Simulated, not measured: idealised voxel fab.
Process module under the name voxel ribs on slabs
The cross-section on display is named cut; it measures 200 nm wide, and its cells are 5 nm squares.
In this document a cross-section is written as a grid of square cells. It is given as a series of bands, listed from the top down, and a band is one or more rows of cells.
This entry defines a band. It first specifies the height of the band's top and the height of its bottom in nm, and then specifies the band's materials from left to right, stating each material with its width in nm. The word "edge to edge" identifies a single material that fills the band from edge to edge, while the word "blank" identifies empty space.
It should be noted that heights are counted from 0, beneath which the wafer as supplied is of one material throughout, and that the lowest band possesses no lower boundary but continues downward, as written in "0 -> down".
Note: "30->40" means the width goes from the first number (top row of the band) to the second number (bottom row) in equal steps per row of cells.
"nothing altered" means the step left every cell of the cross-section as it was.
"Completely enclosed voids" specifies each empty space that is not open to the top and that occupies no fewer than 8 cells, using the form width x height at distance, the distance measured from the left edge and all three quantities in nm.
That trailing text on a step's line, after the settings, is the simulator's own remark on the step.
overlay nm, on a step with a mask: how far to the right of its planned place the mask lay; to the left if negative
## So here's the lineup of process steps we planned
1) RECEIVE, material Si
2) DIRECTIONAL_DEP, material SiO2, thk nm 25
3) DIRECTIONAL_DEP, material SiN, thk nm 25
4) MASKED_ETCH, tone cover, mask id RIB, width nm 25, etch materials SiN, depth nm 20, overlay nm 0
5) DIRECTIONAL_DEP, material aC, thk nm 15
6) PATTERN, tone cover, mask id SLAB, material resist, width nm 55, thk nm 30, overlay nm 0
7) DIRECTIONAL_ETCH, etch materials aC, depth nm 15
8) STRIP, etch materials resist
9) DIRECTIONAL_ETCH, etch materials SiN, depth nm 5
10) STRIP, etch materials aC
11) FILL_DEP, material SiO2, thk nm 20
12) CMP, height nm 60
13) DIRECTIONAL_DEP, material W, thk nm 5
14) MASKED_ETCH, tone cover, mask id HEATER, width nm 35, etch materials W, depth nm 5, overlay nm 0
15) CONFORMAL_DEP, material SiN, thk nm 10
## Below: the first of two wafers, run as planned
## Wafer cross-section on receipt, i.e. after step 1
	0 -> down: Si edge to edge
	Completely enclosed voids: none
## After step 2, in cross-section
	25 -> 0: SiO2 edge to edge
	Beneath the level 0, the cross-section is identical to its previous state.
## After step 3, in cross-section
	50 -> 25: SiN edge to edge
	Beneath the level 25, the cross-section is identical to its previous state.
## After step 4, in cross-section
	50 -> 30: blank: 85  SiN: 25  blank: 90
	Beneath the level 30, the cross-section is identical to its previous state.
## After step 5, in cross-section
	65 -> 50: blank: 85  aC: 25  blank: 90
	50 -> 45: blank: 85  SiN: 25  blank: 90
	45 -> 30: aC: 85  SiN: 25  aC: 90
	Beneath the level 30, the cross-section is identical to its previous state.
## After step 6, in cross-section
	95 -> 65: blank: 70  resist: 55  blank: 75
	65 -> 50: blank: 70  resist: 15  aC: 25  resist: 15  blank: 75
	50 -> 45: blank: 70  resist: 15  SiN: 25  resist: 15  blank: 75
	Beneath the level 45, the cross-section is identical to its previous state.
## After step 7, in cross-section
	80 -> 65: blank: 70  resist: 55  blank: 75
	65 -> 50: blank: 70  resist: 15  aC: 25  resist: 15  blank: 75
	50 -> 45: blank: 70  resist: 15  SiN: 25  resist: 15  blank: 75
	45 -> 30: blank: 70  aC: 15  SiN: 25  aC: 15  blank: 75
	Beneath the level 30, the cross-section is identical to its previous state.
## After step 8, in cross-section
	65 -> 50: blank: 85  aC: 25  blank: 90
	50 -> 45: blank: 85  SiN: 25  blank: 90
	Beneath the level 45, the cross-section is identical to its previous state.
## After step 9, in cross-section
	65 -> 50: blank: 85  aC: 25  blank: 90
	50 -> 45: blank: 85  SiN: 25  blank: 90
	45 -> 30: blank: 70  aC: 15  SiN: 25  aC: 15  blank: 75
	30 -> 25: blank: 70  SiN: 55  blank: 75
	Beneath the level 25, the cross-section is identical to its previous state.
## After step 10, in cross-section
	50 -> 30: blank: 85  SiN: 25  blank: 90
	Beneath the level 30, the cross-section is identical to its previous state.
## After step 11, in cross-section
	70 -> 50: SiO2 edge to edge
	50 -> 30: SiO2: 85  SiN: 25  SiO2: 90
	30 -> 25: SiO2: 70  SiN: 55  SiO2: 75
	Beneath the level 25, the cross-section is identical to its previous state.
## After step 12, in cross-section
	60 -> 50: SiO2 edge to edge
	Beneath the level 50, the cross-section is identical to its previous state.
## After step 13, in cross-section
	65 -> 60: W edge to edge
	Beneath the level 60, the cross-section is identical to its previous state.
## After step 14, in cross-section
	65 -> 60: blank: 80  W: 35  blank: 85
	Beneath the level 60, the cross-section is identical to its previous state.
## After step 15, in cross-section
	75 -> 70: blank: 70  SiN: 55  blank: 75
	70 -> 65: SiN edge to edge
	65 -> 60: SiN: 80  W: 35  SiN: 85
	Beneath the level 60, the cross-section is identical to its previous state.
## Second wafer - shared start and plan with the first - one error in running - same as the first up to step 3 inclusive
## Look at the second wafer in cross-section at the time step 4 ought to have finished
	50 -> 30: SiN: 85  blank: 25  SiN: 90
	Beneath the level 30, the cross-section is identical to its previous state.
## Look at the second wafer in cross-section at the time step 5 ought to have finished
	65 -> 50: aC: 85  blank: 25  aC: 90
	50 -> 45: SiN: 85  blank: 25  SiN: 90
	45 -> 30: SiN: 85  aC: 25  SiN: 90
	Beneath the level 30, the cross-section is identical to its previous state.
## Look at the second wafer in cross-section at the time step 6 ought to have finished
	95 -> 65: blank: 70  resist: 55  blank: 75
	65 -> 50: aC: 85  resist: 25  aC: 90
	50 -> 45: SiN: 85  resist: 25  SiN: 90
	Beneath the level 45, the cross-section is identical to its previous state.
## Look at the second wafer in cross-section at the time step 7 ought to have finished
	80 -> 65: blank: 70  resist: 55  blank: 75
	65 -> 50: blank: 70  aC: 15  resist: 25  aC: 15  blank: 75
	Beneath the level 50, the cross-section is identical to its previous state.
## Look at the second wafer in cross-section at the time step 8 ought to have finished
	65 -> 50: blank: 70  aC: 15  blank: 25  aC: 15  blank: 75
	50 -> 45: SiN: 85  blank: 25  SiN: 90
	Beneath the level 45, the cross-section is identical to its previous state.
## Look at the second wafer in cross-section at the time step 9 ought to have finished
	65 -> 50: blank: 70  aC: 15  blank: 25  aC: 15  blank: 75
	50 -> 45: blank: 70  SiN: 15  blank: 25  SiN: 15  blank: 75
	Beneath the level 45, the cross-section is identical to its previous state.
## Look at the second wafer in cross-section at the time step 10 ought to have finished
	50 -> 45: blank: 70  SiN: 15  blank: 25  SiN: 15  blank: 75
	45 -> 30: SiN: 85  blank: 25  SiN: 90
	Beneath the level 30, the cross-section is identical to its previous state.
## Look at the second wafer in cross-section at the time step 11 ought to have finished
	70 -> 50: SiO2 edge to edge
	50 -> 45: SiO2: 70  SiN: 15  SiO2: 25  SiN: 15  SiO2: 75
	45 -> 30: SiN: 85  SiO2: 25  SiN: 90
	Beneath the level 30, the cross-section is identical to its previous state.
## Look at the second wafer in cross-section at the time step 12 ought to have finished
	60 -> 50: SiO2 edge to edge
	Beneath the level 50, the cross-section is identical to its previous state.
## Look at the second wafer in cross-section at the time step 13 ought to have finished
	65 -> 60: W edge to edge
	Beneath the level 60, the cross-section is identical to its previous state.
## Look at the second wafer in cross-section at the time step 14 ought to have finished
	65 -> 60: blank: 80  W: 35  blank: 85
	Beneath the level 60, the cross-section is identical to its previous state.
## Look at the second wafer in cross-section at the time step 15 ought to have finished
	75 -> 70: blank: 70  SiN: 55  blank: 75
	70 -> 65: SiN edge to edge
	65 -> 60: SiN: 80  W: 35  SiN: 85
	Beneath the level 60, the cross-section is identical to its previous state.
Error vs. plan: rather than as planned, step 4 actually ran as MASKED_ETCH, tone open, mask id RIB, width nm 25, etch materials SiN, depth nm 20, overlay nm 0
at the end the second wafer has, in cells: 120 more of SiN, 120 fewer of SiO2
